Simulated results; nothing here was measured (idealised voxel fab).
The process module presented herein is designated voxel capacitor over wiring.
FYI the section here is cut, 215 nm wide, cells are 5 nm squares.
In this document a cross-section is written as a grid of square cells. It is given as a series of bands, listed from the top down, and a band is one or more rows of cells.
In this notation a band is specified by the heights of its top and bottom, in that order and in nm, after which its materials appear from left to right, each paired with its width in nm. The word "throughout" attached to a single material means that material fills the band from edge to edge; the word "air" stands for empty space.
Height datum 0, below which the as-received substrate wafer is one material. Lowest band open at the bottom, running downward: "0 and below".
A width such as "30->40" changes by the same amount from each row of cells to the next, from the band's top row to its bottom row.
You'll sometimes find "same as before" written for a step, and that's the way of saying that nowhere in the cross-section did a cell change during that step.
"Cavities, closed" means: voids of 8 cells or more that are shut off from the top with no open way through. Written width x height at distance, distance from the left edge, in nm.
Whatever follows a step's settings on its line is a remark the simulator itself makes about that step.
The "overlay nm" setting may appear on a step's line; for a step that uses a mask, it gives how far to the right of its planned position the mask lay, and a negative value indicates the left.

### Planned process steps
1) RECEIVE,material Si
2) CONFORMAL_DEP,material SiO2,thk nm 15
3) DIRECTIONAL_DEP,material TiN,thk nm 5
4) DIRECTIONAL_DEP,material Ru,thk nm 25
5) PATTERN,tone cover,mask id METAL_1,material resist,width nm 20,pitch nm 80,thk nm 15,overlay nm 0
6) DIRECTIONAL_ETCH,etch materials Ru,depth nm 25
7) DIRECTIONAL_ETCH,etch materials TiN,depth nm 5
8) STRIP,etch materials resist
9) FILL_DEP,material SiO2,thk nm 5
10) CMP,height nm 45
11) CONFORMAL_DEP,material SiCN,thk nm 5
12) DIRECTIONAL_DEP,material SiO2,thk nm 10
13) PATTERN,tone open,mask id PLUG_1,material resist,width nm 15,thk nm 15,overlay nm 0
14) DIRECTIONAL_ETCH,etch materials SiO2,depth nm 10
15) DIRECTIONAL_ETCH,etch materials SiCN,depth nm 5
16) STRIP,etch materials resist
17) EPI,material Ru,thk nm 10
18) EPI,material Ru,thk nm 5
19) DIRECTIONAL_DEP,material TiN,thk nm 10
20) DIRECTIONAL_DEP,material Al2O3,thk nm 5
21) DIRECTIONAL_DEP,material TiN,thk nm 5
22) DIRECTIONAL_DEP,material aC,thk nm 15
23) PATTERN,tone cover,mask id UPPER_PLATE,material resist,width nm 55,thk nm 30,overlay nm 0
24) DIRECTIONAL_ETCH,etch materials aC,depth nm 15
25) STRIP,etch materials resist
26) DIRECTIONAL_ETCH,etch materials TiN,depth nm 5
27) DIRECTIONAL_ETCH,etch materials Al2O3,depth nm 5
28) STRIP,etch materials aC
29) PATTERN,tone cover,mask id LOWER_PLATE,material resist,width nm 75,thk nm 20,overlay nm 0
30) DIRECTIONAL_ETCH,etch materials TiN,depth nm 10
31) STRIP,etch materials resist
32) FILL_DEP,material SiO2,thk nm 15
33) CMP,height nm 90
34) PATTERN,tone open,mask id PLUG_2,material resist,width nm 15,thk nm 15,overlay nm 0
35) DIRECTIONAL_ETCH,etch materials SiO2,depth nm 10
36) STRIP,etch materials resist
37) CONFORMAL_DEP,material TiN,thk nm 5
38) FILL_DEP,material W,thk nm 10
39) CMP,height nm 90
40) CONFORMAL_DEP,material SiCN,thk nm 5
Heads up: all these wafers start the same, and what changes between them is the width nm in step 23. The value you see in the plan is just what the first wafer got.

### As-received state after step 1, first of several wafers, cross-section
  0 and below: Si throughout
  Cavities, closed: none

### Take any row and you have a wafer at the end of the module: how many cells of each material it has gained (+) or lost (-) since it was received, and then its closed voids
width nm 55, +11 Al2O3, +49 Ru, +83 SiCN, +619 SiO2, +54 TiN, +1 W, Cavities, closed: none
width nm 60, +12 Al2O3, +49 Ru, +83 SiCN, +617 SiO2, +55 TiN, +1 W, Cavities, closed: none
width nm 65, +13 Al2O3, +49 Ru, +83 SiCN, +615 SiO2, +56 TiN, +1 W, Cavities, closed: none
width nm 70, +14 Al2O3, +49 Ru, +83 SiCN, +613 SiO2, +57 TiN, +1 W, Cavities, closed: none
width nm 75, +15 Al2O3, +49 Ru, +83 SiCN, +611 SiO2, +58 TiN, +1 W, Cavities, closed: none
width nm 80, +16 Al2O3, +49 Ru, +83 SiCN, +608 SiO2, +60 TiN, +1 W, Cavities, closed: none
